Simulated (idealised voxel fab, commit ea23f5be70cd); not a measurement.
process module | voxel released beams
cross-section cut | 285 nm wide | cells 5 nm
A cross-section is a grid of square cells, given in bands from the top down. A band is one or more rows of cells.
Each band's line starts with the height of the band's top and of its bottom, in nm. Then come its materials from left to right, each with its width in nm. One material with "throughout" fills the band from edge to edge. "air" is empty space.
Height 0 is the level under which the wafer as received is all one material. The lowest band goes on downwards, as in "0 down".
A width such as "30 to 40" changes by the same amount from each row of cells to the next, from the band's top row to its bottom row.
"no change" after a step means that no cell of the cross-section changed.
closed voids: empty space of 8 cells or more with no open way to the top, each as width x height at its distance from the left edge, in nm
after a step's settings: what the simulator itself notes on the step
overlay nm, on a step with a mask: how far to the right of its planned place the mask lay; to the left if negative
plan
1 op RECEIVE | material Si
2 op CONFORMAL_DEP | material SiN | thk nm 5
3 op DIRECTIONAL_DEP | material SiO2 | thk nm 10
4 op PATTERN | tone open | mask id ANCHOR | material resist | width nm 35 | thk nm 15 | overlay nm 0
5 op DIRECTIONAL_ETCH | etch materials SiO2 | depth nm 10
6 op STRIP | etch materials resist
7 op CONFORMAL_DEP | material polySi | thk nm 15
8 op DIRECTIONAL_DEP | material aC | thk nm 10
9 op PATTERN | tone cover | mask id BEAM | material resist | width nm 115 | thk nm 25 | overlay nm 0
10 op DIRECTIONAL_ETCH | etch materials aC | depth nm 10
11 op STRIP | etch materials resist
12 op DIRECTIONAL_ETCH | etch materials polySi | depth nm 15
13 op STRIP | etch materials aC
14 op STRIP | etch materials SiO2
as received, after step 1
  0 down: Si throughout
  closed voids: none
a wafer at the end: this start, this plan, one mistake
  40 to 30: air 80 | polySi 20 | air 5 | polySi 90 | air 90
  30 to 25: air 80 | polySi 115 | air 90
  25 to 15: air 85 | polySi 35 | air 165
  15 to 0: SiN throughout
  0 down: Si throughout
  closed voids: none
what went wrong: step 2 ran as: op CONFORMAL_DEP | material SiN | thk nm 15
